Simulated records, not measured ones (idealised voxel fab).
You're looking at the process module voxel lift off.
The width of the displayed cross-section, cut, is 290 nm; its cells are square, with a size of 5 nm.
A cross-section is a grid of square cells, given in bands from the top down. A band is one or more rows of cells.
Band: top and bottom heights (nm) first, top before bottom; then materials from left to right, widths in nm. "everywhere" marks a sole material filling the band edge to edge. "blank" denotes empty space.
Counting heights begins at 0, where everything beneath is, in the wafer as received, one material. The lowest band has no bottom; it goes on downwards, as "z 0 and below" shows.
Think of "30->40" as a width that walks from the first number to the second as you go down the band, top row to bottom row, taking equal-sized steps from row to row.
When a step is marked "no alteration", none of the cells in the cross-section changed during that step.
"Trapped cavities": sealed empty spaces, 8 cells or more, no open way to top, listed width x height at distance, with distance from the left edge and width, height and distance in nm.
On a step's line, text after the settings is the simulator commenting on that step.
overlay nm, on a step with a mask: how far to the right of its planned place the mask lay; to the left if negative

LIST OF PLANNED PROCESS STEPS
| 1 | RECEIVE (material Si) |
| 2 | CONFORMAL_DEP (material SiN; thk nm 15) |
| 3 | PATTERN (tone open; mask id LINES; material resist; width nm 15; pitch nm 35; thk nm 15; overlay nm 0) |
| 4 | DIRECTIONAL_DEP (material Ru; thk nm 5) |
| 5 | STRIP (etch materials resist) |
| 6 | CONFORMAL_DEP (material SiCN; thk nm 10) |

SHOWN IN CROSS-SECTION IS THE WAFER AS RECEIVED, THAT IS, AS IT STANDS AFTER STEP 1
- z 0 and below: Si everywhere
- Trapped cavities: none

END-OF-MODULE CROSS-SECTION. STARTING STRUCTURE AND PROCESS PLAN AS ABOVE; ONE MISTAKE MADE IN RUNNING IT
- z 35 to 30: 70 blank | 150 SiCN | 70 blank
- z 30 to 20: SiCN everywhere
- z 20 to 15: 85 SiCN | 15 Ru | 20 SiCN | 15 Ru | 20 SiCN | 15 Ru | 20 SiCN | 15 Ru | 85 SiCN
- z 15 to 0: SiN everywhere
- z 0 and below: Si everywhere
- Trapped cavities: none
what went wrong: rather than as planned, step 6 actually ran as CONFORMAL_DEP (material SiCN; thk nm 15)
